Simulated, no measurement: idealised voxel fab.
A process module follows: voxel wiring stack.
Shown is cross-section cut, with a width of 230 nm and square cells of size 5 nm.
Cross-section spec: square-cell grid; bands listed top down; each band is one or more rows.
Heads up on the band format: heights come first, top then bottom, in nm. After that it's the materials left to right, each with its width in nm. A single material flagged "full width" fills the whole band edge to edge, and "blank" means there's empty space there.
The level at which height equals 0 is the one under which the wafer, as it arrives, is entirely one material. No lower edge exists for the bottom band, which continues downward and is notated as in "0 down".
Top row gets the first number, bottom row gets the second, and each row in between changes by the same step: that is how a band width like "30 to 40" works.
No cell of the cross-section changed in a step that is given as "nothing was modified".
"Voids, fully enclosed" - sealed voids, min. 8 cells, no opening to top; format: width x height at distance (distance from left edge; nm throughout).
If you see something after the settings on a step's line, that's the simulator's own remark about that step.
Regarding "overlay nm": on a step with a mask, it is the distance the mask lay to the right of its planned place; a negative value places it to the left.
LIST OF PLANNED PROCESS STEPS
step 1: RECEIVE,material Si
step 2: CONFORMAL_DEP,material SiO2,thk nm 10
step 3: DIRECTIONAL_DEP,material TiN,thk nm 5
step 4: DIRECTIONAL_DEP,material W,thk nm 25
step 5: DIRECTIONAL_DEP,material aC,thk nm 15
step 6: PATTERN,tone cover,mask id METAL_1,material resist,width nm 20,pitch nm 45,thk nm 35,overlay nm 0
step 7: DIRECTIONAL_ETCH,etch materials aC,depth nm 15
step 8: STRIP,etch materials resist
step 9: DIRECTIONAL_ETCH,etch materials W,depth nm 25
step 10: DIRECTIONAL_ETCH,etch materials TiN,depth nm 5
step 11: STRIP,etch materials aC
step 12: CONFORMAL_DEP,material SiCN,thk nm 5
step 13: FILL_DEP,material lowk,thk nm 5
step 14: CMP,height nm 40
step 15: CONFORMAL_DEP,material SiCN,thk nm 5
step 16: DIRECTIONAL_DEP,material SiO2,thk nm 25
step 17: MASKED_ETCH,tone open,mask id METAL_2,width nm 20,pitch nm 45,etch materials SiO2,depth nm 15,overlay nm 0
step 18: PATTERN,tone open,mask id METAL_2_HOLES,material resist,width nm 15,pitch nm 90,thk nm 15,overlay nm 0
step 19: DIRECTIONAL_ETCH,etch materials SiO2,depth nm 10
step 20: DIRECTIONAL_ETCH,etch materials SiCN,depth nm 5
step 21: STRIP,etch materials resist
step 22: CONFORMAL_DEP,material TiN,thk nm 5
step 23: FILL_DEP,material Cu,thk nm 5
step 24: CMP,height nm 70
step 25: CONFORMAL_DEP,material SiCN,thk nm 5
CONCERNING THE FIRST OF TWO WAFERS, WHICH WAS RUN IN ACCORDANCE WITH THE PLAN
CROSS-SECTION: WAFER ON ARRIVAL = AFTER STEP 1
0 down = Si full width
Voids, fully enclosed: none
AFTER STEP 2, IN CROSS-SECTION
10 to 0 = SiO2 full width
Heights below 0 show no change.
AFTER STEP 3, IN CROSS-SECTION
15 to 10 = TiN full width
Heights below 10 show no change.
AFTER STEP 4, IN CROSS-SECTION
40 to 15 = W full width
Heights below 15 show no change.
AFTER STEP 5, IN CROSS-SECTION
55 to 40 = aC full width
Heights below 40 show no change.
AFTER STEP 6, IN CROSS-SECTION
90 to 55 = blank 35 nm  resist 20 nm  blank 25 nm  resist 20 nm  blank 25 nm  resist 20 nm  blank 25 nm  resist 20 nm  blank 40 nm
Heights below 55 show no change.
AFTER STEP 7, IN CROSS-SECTION
75 to 55 = blank 35 nm  resist 20 nm  blank 25 nm  resist 20 nm  blank 25 nm  resist 20 nm  blank 25 nm  resist 20 nm  blank 40 nm
55 to 40 = blank 35 nm  aC 20 nm  blank 25 nm  aC 20 nm  blank 25 nm  aC 20 nm  blank 25 nm  aC 20 nm  blank 40 nm
Heights below 40 show no change.
AFTER STEP 8, IN CROSS-SECTION
55 to 40 = blank 35 nm  aC 20 nm  blank 25 nm  aC 20 nm  blank 25 nm  aC 20 nm  blank 25 nm  aC 20 nm  blank 40 nm
Heights below 40 show no change.
AFTER STEP 9, IN CROSS-SECTION
55 to 40 = blank 35 nm  aC 20 nm  blank 25 nm  aC 20 nm  blank 25 nm  aC 20 nm  blank 25 nm  aC 20 nm  blank 40 nm
40 to 15 = blank 35 nm  W 20 nm  blank 25 nm  W 20 nm  blank 25 nm  W 20 nm  blank 25 nm  W 20 nm  blank 40 nm
Heights below 15 show no change.
AFTER STEP 10, IN CROSS-SECTION
55 to 40 = blank 35 nm  aC 20 nm  blank 25 nm  aC 20 nm  blank 25 nm  aC 20 nm  blank 25 nm  aC 20 nm  blank 40 nm
40 to 15 = blank 35 nm  W 20 nm  blank 25 nm  W 20 nm  blank 25 nm  W 20 nm  blank 25 nm  W 20 nm  blank 40 nm
15 to 10 = blank 35 nm  TiN 20 nm  blank 25 nm  TiN 20 nm  blank 25 nm  TiN 20 nm  blank 25 nm  TiN 20 nm  blank 40 nm
Heights below 10 show no change.
AFTER STEP 11, IN CROSS-SECTION
40 to 15 = blank 35 nm  W 20 nm  blank 25 nm  W 20 nm  blank 25 nm  W 20 nm  blank 25 nm  W 20 nm  blank 40 nm
Heights below 15 show no change.
AFTER STEP 12, IN CROSS-SECTION
45 to 40 = blank 30 nm  SiCN 30 nm  blank 15 nm  SiCN 30 nm  blank 15 nm  SiCN 30 nm  blank 15 nm  SiCN 30 nm  blank 35 nm
40 to 15 = blank 30 nm  SiCN 5 nm  W 20 nm  SiCN 5 nm  blank 15 nm  SiCN 5 nm  W 20 nm  SiCN 5 nm  blank 15 nm  SiCN 5 nm  W 20 nm  SiCN 5 nm  blank 15 nm  SiCN 5 nm  W 20 nm  SiCN 5 nm  blank 35 nm
15 to 10 = SiCN 35 nm  TiN 20 nm  SiCN 25 nm  TiN 20 nm  SiCN 25 nm  TiN 20 nm  SiCN 25 nm  TiN 20 nm  SiCN 40 nm
Heights below 10 show no change.
AFTER STEP 13, IN CROSS-SECTION
50 to 45 = lowk full width
45 to 40 = lowk 30 nm  SiCN 30 nm  lowk 15 nm  SiCN 30 nm  lowk 15 nm  SiCN 30 nm  lowk 15 nm  SiCN 30 nm  lowk 35 nm
40 to 15 = lowk 30 nm  SiCN 5 nm  W 20 nm  SiCN 5 nm  lowk 15 nm  SiCN 5 nm  W 20 nm  SiCN 5 nm  lowk 15 nm  SiCN 5 nm  W 20 nm  SiCN 5 nm  lowk 15 nm  SiCN 5 nm  W 20 nm  SiCN 5 nm  lowk 35 nm
Heights below 15 show no change.
AFTER STEP 14, IN CROSS-SECTION
40 to 15 = lowk 30 nm  SiCN 5 nm  W 20 nm  SiCN 5 nm  lowk 15 nm  SiCN 5 nm  W 20 nm  SiCN 5 nm  lowk 15 nm  SiCN 5 nm  W 20 nm  SiCN 5 nm  lowk 15 nm  SiCN 5 nm  W 20 nm  SiCN 5 nm  lowk 35 nm
Heights below 15 show no change.
AFTER STEP 15, IN CROSS-SECTION
45 to 40 = SiCN full width
Heights below 40 show no change.
AFTER STEP 16, IN CROSS-SECTION
70 to 45 = SiO2 full width
Heights below 45 show no change.
AFTER STEP 17, IN CROSS-SECTION
70 to 55 = SiO2 35 nm  blank 20 nm  SiO2 25 nm  blank 20 nm  SiO2 25 nm  blank 20 nm  SiO2 25 nm  blank 20 nm  SiO2 40 nm
Heights below 55 show no change.
AFTER STEP 18, IN CROSS-SECTION
85 to 70 = resist 35 nm  blank 15 nm  resist 75 nm  blank 15 nm  resist 90 nm
70 to 55 = SiO2 35 nm  blank 15 nm  resist 5 nm  SiO2 25 nm  resist 20 nm  SiO2 25 nm  blank 15 nm  resist 5 nm  SiO2 25 nm  resist 20 nm  SiO2 40 nm
Heights below 55 show no change.
AFTER STEP 19, IN CROSS-SECTION
85 to 70 = resist 35 nm  blank 15 nm  resist 75 nm  blank 15 nm  resist 90 nm
70 to 55 = SiO2 35 nm  blank 15 nm  resist 5 nm  SiO2 25 nm  resist 20 nm  SiO2 25 nm  blank 15 nm  resist 5 nm  SiO2 25 nm  resist 20 nm  SiO2 40 nm
55 to 45 = SiO2 35 nm  blank 15 nm  SiO2 75 nm  blank 15 nm  SiO2 90 nm
Heights below 45 show no change.
AFTER STEP 20, IN CROSS-SECTION
85 to 70 = resist 35 nm  blank 15 nm  resist 75 nm  blank 15 nm  resist 90 nm
70 to 55 = SiO2 35 nm  blank 15 nm  resist 5 nm  SiO2 25 nm  resist 20 nm  SiO2 25 nm  blank 15 nm  resist 5 nm  SiO2 25 nm  resist 20 nm  SiO2 40 nm
55 to 45 = SiO2 35 nm  blank 15 nm  SiO2 75 nm  blank 15 nm  SiO2 90 nm
45 to 40 = SiCN 35 nm  blank 15 nm  SiCN 75 nm  blank 15 nm  SiCN 90 nm
Heights below 40 show no change.
AFTER STEP 21, IN CROSS-SECTION
70 to 55 = SiO2 35 nm  blank 20 nm  SiO2 25 nm  blank 20 nm  SiO2 25 nm  blank 20 nm  SiO2 25 nm  blank 20 nm  SiO2 40 nm
Heights below 55 show no change.
AFTER STEP 22, IN CROSS-SECTION
75 to 70 = TiN 40 nm  blank 10 nm  TiN 35 nm  blank 10 nm  TiN 35 nm  blank 10 nm  TiN 35 nm  blank 10 nm  TiN 45 nm
70 to 60 = SiO2 35 nm  TiN 5 nm  blank 10 nm  TiN 5 nm  SiO2 25 nm  TiN 5 nm  blank 10 nm  TiN 5 nm  SiO2 25 nm  TiN 5 nm  blank 10 nm  TiN 5 nm  SiO2 25 nm  TiN 5 nm  blank 10 nm  TiN 5 nm  SiO2 40 nm
60 to 55 = SiO2 35 nm  TiN 5 nm  blank 5 nm  TiN 10 nm  SiO2 25 nm  TiN 20 nm  SiO2 25 nm  TiN 5 nm  blank 5 nm  TiN 10 nm  SiO2 25 nm  TiN 20 nm  SiO2 40 nm
55 to 45 = SiO2 35 nm  TiN 5 nm  blank 5 nm  TiN 5 nm  SiO2 75 nm  TiN 5 nm  blank 5 nm  TiN 5 nm  SiO2 90 nm
45 to 40 = SiCN 35 nm  TiN 15 nm  SiCN 75 nm  TiN 15 nm  SiCN 90 nm
Heights below 40 show no change.
AFTER STEP 23, IN CROSS-SECTION
80 to 75 = Cu full width
75 to 70 = TiN 40 nm  Cu 10 nm  TiN 35 nm  Cu 10 nm  TiN 35 nm  Cu 10 nm  TiN 35 nm  Cu 10 nm  TiN 45 nm
70 to 60 = SiO2 35 nm  TiN 5 nm  Cu 10 nm  TiN 5 nm  SiO2 25 nm  TiN 5 nm  Cu 10 nm  TiN 5 nm  SiO2 25 nm  TiN 5 nm  Cu 10 nm  TiN 5 nm  SiO2 25 nm  TiN 5 nm  Cu 10 nm  TiN 5 nm  SiO2 40 nm
60 to 55 = SiO2 35 nm  TiN 5 nm  Cu 5 nm  TiN 10 nm  SiO2 25 nm  TiN 20 nm  SiO2 25 nm  TiN 5 nm  Cu 5 nm  TiN 10 nm  SiO2 25 nm  TiN 20 nm  SiO2 40 nm
55 to 45 = SiO2 35 nm  TiN 5 nm  Cu 5 nm  TiN 5 nm  SiO2 75 nm  TiN 5 nm  Cu 5 nm  TiN 5 nm  SiO2 90 nm
Heights below 45 show no change.
AFTER STEP 24, IN CROSS-SECTION
70 to 60 = SiO2 35 nm  TiN 5 nm  Cu 10 nm  TiN 5 nm  SiO2 25 nm  TiN 5 nm  Cu 10 nm  TiN 5 nm  SiO2 25 nm  TiN 5 nm  Cu 10 nm  TiN 5 nm  SiO2 25 nm  TiN 5 nm  Cu 10 nm  TiN 5 nm  SiO2 40 nm
Heights below 60 show no change.
AFTER STEP 25, IN CROSS-SECTION
75 to 70 = SiCN full width
Heights below 70 show no change.
WAFER TWO OF TWO - SAME STARTING POINT, SAME PROCESS PLAN, ONE MISTAKE IN EXECUTION; MATCHES WAFER ONE UP TO AND INCLUDING STEP 16
SECOND WAFER SHOWN IN CROSS-SECTION AT THE TIME STEP 17 WAS SLATED TO END
70 to 55 = SiO2 30 nm  blank 20 nm  SiO2 25 nm  blank 20 nm  SiO2 25 nm  blank 20 nm  SiO2 25 nm  blank 20 nm  SiO2 45 nm
Heights below 55 show no change.
SECOND WAFER SHOWN IN CROSS-SECTION AT THE TIME STEP 18 WAS SLATED TO END
85 to 70 = resist 35 nm  blank 15 nm  resist 75 nm  blank 15 nm  resist 90 nm
70 to 55 = SiO2 30 nm  resist 5 nm  blank 15 nm  SiO2 25 nm  resist 20 nm  SiO2 25 nm  resist 5 nm  blank 15 nm  SiO2 25 nm  resist 20 nm  SiO2 45 nm
Heights below 55 show no change.
SECOND WAFER SHOWN IN CROSS-SECTION AT THE TIME STEP 19 WAS SLATED TO END
85 to 70 = resist 35 nm  blank 15 nm  resist 75 nm  blank 15 nm  resist 90 nm
70 to 55 = SiO2 30 nm  resist 5 nm  blank 15 nm  SiO2 25 nm  resist 20 nm  SiO2 25 nm  resist 5 nm  blank 15 nm  SiO2 25 nm  resist 20 nm  SiO2 45 nm
55 to 45 = SiO2 35 nm  blank 15 nm  SiO2 75 nm  blank 15 nm  SiO2 90 nm
Heights below 45 show no change.
SECOND WAFER SHOWN IN CROSS-SECTION AT THE TIME STEP 20 WAS SLATED TO END
85 to 70 = resist 35 nm  blank 15 nm  resist 75 nm  blank 15 nm  resist 90 nm
70 to 55 = SiO2 30 nm  resist 5 nm  blank 15 nm  SiO2 25 nm  resist 20 nm  SiO2 25 nm  resist 5 nm  blank 15 nm  SiO2 25 nm  resist 20 nm  SiO2 45 nm
55 to 45 = SiO2 35 nm  blank 15 nm  SiO2 75 nm  blank 15 nm  SiO2 90 nm
45 to 40 = SiCN 35 nm  blank 15 nm  SiCN 75 nm  blank 15 nm  SiCN 90 nm
Heights below 40 show no change.
SECOND WAFER SHOWN IN CROSS-SECTION AT THE TIME STEP 21 WAS SLATED TO END
70 to 55 = SiO2 30 nm  blank 20 nm  SiO2 25 nm  blank 20 nm  SiO2 25 nm  blank 20 nm  SiO2 25 nm  blank 20 nm  SiO2 45 nm
Heights below 55 show no change.
SECOND WAFER SHOWN IN CROSS-SECTION AT THE TIME STEP 22 WAS SLATED TO END
75 to 70 = TiN 35 nm  blank 10 nm  TiN 35 nm  blank 10 nm  TiN 35 nm  blank 10 nm  TiN 35 nm  blank 10 nm  TiN 50 nm
70 to 60 = SiO2 30 nm  TiN 5 nm  blank 10 nm  TiN 5 nm  SiO2 25 nm  TiN 5 nm  blank 10 nm  TiN 5 nm  SiO2 25 nm  TiN 5 nm  blank 10 nm  TiN 5 nm  SiO2 25 nm  TiN 5 nm  blank 10 nm  TiN 5 nm  SiO2 45 nm
60 to 55 = SiO2 30 nm  TiN 10 nm  blank 5 nm  TiN 5 nm  SiO2 25 nm  TiN 20 nm  SiO2 25 nm  TiN 10 nm  blank 5 nm  TiN 5 nm  SiO2 25 nm  TiN 20 nm  SiO2 45 nm
55 to 45 = SiO2 35 nm  TiN 5 nm  blank 5 nm  TiN 5 nm  SiO2 75 nm  TiN 5 nm  blank 5 nm  TiN 5 nm  SiO2 90 nm
45 to 40 = SiCN 35 nm  TiN 15 nm  SiCN 75 nm  TiN 15 nm  SiCN 90 nm
Heights below 40 show no change.
SECOND WAFER SHOWN IN CROSS-SECTION AT THE TIME STEP 23 WAS SLATED TO END
80 to 75 = Cu full width
75 to 70 = TiN 35 nm  Cu 10 nm  TiN 35 nm  Cu 10 nm  TiN 35 nm  Cu 10 nm  TiN 35 nm  Cu 10 nm  TiN 50 nm
70 to 60 = SiO2 30 nm  TiN 5 nm  Cu 10 nm  TiN 5 nm  SiO2 25 nm  TiN 5 nm  Cu 10 nm  TiN 5 nm  SiO2 25 nm  TiN 5 nm  Cu 10 nm  TiN 5 nm  SiO2 25 nm  TiN 5 nm  Cu 10 nm  TiN 5 nm  SiO2 45 nm
60 to 55 = SiO2 30 nm  TiN 10 nm  Cu 5 nm  TiN 5 nm  SiO2 25 nm  TiN 20 nm  SiO2 25 nm  TiN 10 nm  Cu 5 nm  TiN 5 nm  SiO2 25 nm  TiN 20 nm  SiO2 45 nm
55 to 45 = SiO2 35 nm  TiN 5 nm  Cu 5 nm  TiN 5 nm  SiO2 75 nm  TiN 5 nm  Cu 5 nm  TiN 5 nm  SiO2 90 nm
Heights below 45 show no change.
SECOND WAFER SHOWN IN CROSS-SECTION AT THE TIME STEP 24 WAS SLATED TO END
70 to 60 = SiO2 30 nm  TiN 5 nm  Cu 10 nm  TiN 5 nm  SiO2 25 nm  TiN 5 nm  Cu 10 nm  TiN 5 nm  SiO2 25 nm  TiN 5 nm  Cu 10 nm  TiN 5 nm  SiO2 25 nm  TiN 5 nm  Cu 10 nm  TiN 5 nm  SiO2 45 nm
Heights below 60 show no change.
SECOND WAFER SHOWN IN CROSS-SECTION AT THE TIME STEP 25 WAS SLATED TO END
75 to 70 = SiCN full width
Heights below 70 show no change.
So what did we get wrong on this run? step 17, actual vs plan mismatch, actual run MASKED_ETCH,tone open,mask id METAL_2,width nm 20,pitch nm 45,etch materials SiO2,depth nm 15,overlay nm -5
at the end the second wafer has, in cells: as many of each material as the first, in other places
